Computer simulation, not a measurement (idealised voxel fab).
This section sets out a process module, namely voxel spacer lines.
It is cross-section cut that appears here, measuring 225 nm in width, its square cells being 5 nm in size.
A cross-section is written here as square cells arranged in a grid, and it is given in bands from the top down, each band taking up one or more rows of cells.
The entry gives the band's vertical extent as a top height and a bottom height in nm, then its horizontal make-up as materials from left to right, each with a width in nm. "blank" stands for empty space; a single material marked "everywhere" fills the band edge to edge.
It should be noted that heights are counted from 0, beneath which the wafer as supplied is of one material throughout, and that the lowest band possesses no lower boundary but continues downward, as written in "from 0 down".
The width entry "30 to 40" should be interpreted row by row: the top row of cells in the band takes the first number, the bottom row takes the second number, and the change between adjacent rows is uniform throughout.
It should be understood that the words "nothing changed", when stated for a given step, signify that the cross-section underwent no change in any of its cells during that step.
What "Closed void table" gives you is every empty space of 8 cells or more that is cut off from the top. Each appears as width x height at distance, with the distance taken from the left edge and width, height and distance all in nm.
Post-settings text on a step line: simulator's own remark regarding the step.
For masked steps, "overlay nm" on the step line gives how far right of plan the mask actually lay; a minus sign means it lay to the left.
Intended process steps:
| 1 | RECEIVE | material Si |
| 2 | CONFORMAL_DEP | material Al2O3 | thk nm 5 |
| 3 | DIRECTIONAL_DEP | material polySi | thk nm 20 |
| 4 | DIRECTIONAL_DEP | material aC | thk nm 20 |
| 5 | PATTERN | tone cover | mask id MANDREL | material resist | width nm 20 | pitch nm 70 | thk nm 25 | overlay nm 0 |
| 6 | DIRECTIONAL_ETCH | etch materials aC | depth nm 20 |
| 7 | STRIP | etch materials resist |
| 8 | CONFORMAL_DEP | material SiN | thk nm 15 |
| 9 | DIRECTIONAL_ETCH | etch materials SiN | depth nm 15 |
| 10 | STRIP | etch materials aC |
| 11 | DIRECTIONAL_ETCH | etch materials polySi | depth nm 20 |
| 12 | STRIP | etch materials SiN |
Account of the first of two wafers, which was processed as intended:
As received, after step 1:
  from 0 down  Si everywhere
  Closed void table: none
Take a look at the wafer's cross-section after step 2:
  from 5 to 0  Al2O3 everywhere
  No changes below 0.
Take a look at the wafer's cross-section after step 3:
  from 25 to 5  polySi everywhere
  No changes below 5.
Take a look at the wafer's cross-section after step 4:
  from 45 to 25  aC everywhere
  No changes below 25.
Take a look at the wafer's cross-section after step 5:
  from 70 to 45  30 nm blank  20 nm resist  50 nm blank  20 nm resist  50 nm blank  20 nm resist  35 nm blank
  No changes below 45.
Take a look at the wafer's cross-section after step 6:
  from 50 to 45  30 nm blank  20 nm resist  50 nm blank  20 nm resist  50 nm blank  20 nm resist  35 nm blank
  from 45 to 25  30 nm blank  20 nm aC  50 nm blank  20 nm aC  50 nm blank  20 nm aC  35 nm blank
  No changes below 25.
Take a look at the wafer's cross-section after step 7:
  from 45 to 25  30 nm blank  20 nm aC  50 nm blank  20 nm aC  50 nm blank  20 nm aC  35 nm blank
  No changes below 25.
Take a look at the wafer's cross-section after step 8:
  from 60 to 45  15 nm blank  50 nm SiN  20 nm blank  50 nm SiN  20 nm blank  50 nm SiN  20 nm blank
  from 45 to 40  15 nm blank  15 nm SiN  20 nm aC  15 nm SiN  20 nm blank  15 nm SiN  20 nm aC  15 nm SiN  20 nm blank  15 nm SiN  20 nm aC  15 nm SiN  20 nm blank
  from 40 to 25  30 nm SiN  20 nm aC  50 nm SiN  20 nm aC  50 nm SiN  20 nm aC  35 nm SiN
  No changes below 25.
Take a look at the wafer's cross-section after step 9:
  from 45 to 25  15 nm blank  15 nm SiN  20 nm aC  15 nm SiN  20 nm blank  15 nm SiN  20 nm aC  15 nm SiN  20 nm blank  15 nm SiN  20 nm aC  15 nm SiN  20 nm blank
  No changes below 25.
Take a look at the wafer's cross-section after step 10:
  from 45 to 25  15 nm blank  15 nm SiN  20 nm blank  15 nm SiN  20 nm blank  15 nm SiN  20 nm blank  15 nm SiN  20 nm blank  15 nm SiN  20 nm blank  15 nm SiN  20 nm blank
  No changes below 25.
Take a look at the wafer's cross-section after step 11:
  from 45 to 25  15 nm blank  15 nm SiN  20 nm blank  15 nm SiN  20 nm blank  15 nm SiN  20 nm blank  15 nm SiN  20 nm blank  15 nm SiN  20 nm blank  15 nm SiN  20 nm blank
  from 25 to 5  15 nm blank  15 nm polySi  20 nm blank  15 nm polySi  20 nm blank  15 nm polySi  20 nm blank  15 nm polySi  20 nm blank  15 nm polySi  20 nm blank  15 nm polySi  20 nm blank
  No changes below 5.
Take a look at the wafer's cross-section after step 12:
  from 25 to 5  15 nm blank  15 nm polySi  20 nm blank  15 nm polySi  20 nm blank  15 nm polySi  20 nm blank  15 nm polySi  20 nm blank  15 nm polySi  20 nm blank  15 nm polySi  20 nm blank
  No changes below 5.
Second wafer: same start and same plan as the first, one execution error; identical to the first through step 2:
Second wafer, sectioned view, at step 3's planned end time:
  from 45 to 5  polySi everywhere
  No changes below 5.
Second wafer, sectioned view, at step 4's planned end time:
  from 65 to 45  aC everywhere
  No changes below 45.
Second wafer, sectioned view, at step 5's planned end time:
  from 90 to 65  30 nm blank  20 nm resist  50 nm blank  20 nm resist  50 nm blank  20 nm resist  35 nm blank
  No changes below 65.
Second wafer, sectioned view, at step 6's planned end time:
  from 70 to 65  30 nm blank  20 nm resist  50 nm blank  20 nm resist  50 nm blank  20 nm resist  35 nm blank
  from 65 to 45  30 nm blank  20 nm aC  50 nm blank  20 nm aC  50 nm blank  20 nm aC  35 nm blank
  No changes below 45.
Second wafer, sectioned view, at step 7's planned end time:
  from 65 to 45  30 nm blank  20 nm aC  50 nm blank  20 nm aC  50 nm blank  20 nm aC  35 nm blank
  No changes below 45.
Second wafer, sectioned view, at step 8's planned end time:
  from 80 to 65  15 nm blank  50 nm SiN  20 nm blank  50 nm SiN  20 nm blank  50 nm SiN  20 nm blank
  from 65 to 60  15 nm blank  15 nm SiN  20 nm aC  15 nm SiN  20 nm blank  15 nm SiN  20 nm aC  15 nm SiN  20 nm blank  15 nm SiN  20 nm aC  15 nm SiN  20 nm blank
  from 60 to 45  30 nm SiN  20 nm aC  50 nm SiN  20 nm aC  50 nm SiN  20 nm aC  35 nm SiN
  No changes below 45.
Second wafer, sectioned view, at step 9's planned end time:
  from 65 to 45  15 nm blank  15 nm SiN  20 nm aC  15 nm SiN  20 nm blank  15 nm SiN  20 nm aC  15 nm SiN  20 nm blank  15 nm SiN  20 nm aC  15 nm SiN  20 nm blank
  No changes below 45.
Second wafer, sectioned view, at step 10's planned end time:
  from 65 to 45  15 nm blank  15 nm SiN  20 nm blank  15 nm SiN  20 nm blank  15 nm SiN  20 nm blank  15 nm SiN  20 nm blank  15 nm SiN  20 nm blank  15 nm SiN  20 nm blank
  No changes below 45.
Second wafer, sectioned view, at step 11's planned end time:
  from 65 to 45  15 nm blank  15 nm SiN  20 nm blank  15 nm SiN  20 nm blank  15 nm SiN  20 nm blank  15 nm SiN  20 nm blank  15 nm SiN  20 nm blank  15 nm SiN  20 nm blank
  from 45 to 25  15 nm blank  15 nm polySi  20 nm blank  15 nm polySi  20 nm blank  15 nm polySi  20 nm blank  15 nm polySi  20 nm blank  15 nm polySi  20 nm blank  15 nm polySi  20 nm blank
  No changes below 25.
Second wafer, sectioned view, at step 12's planned end time:
  from 45 to 25  15 nm blank  15 nm polySi  20 nm blank  15 nm polySi  20 nm blank  15 nm polySi  20 nm blank  15 nm polySi  20 nm blank  15 nm polySi  20 nm blank  15 nm polySi  20 nm blank
  No changes below 25.
Want to know what went wrong? step 3 from the plan got run twice
Final tally in cells, some materials are higher or lower on the second wafer than on the first: polySi +180
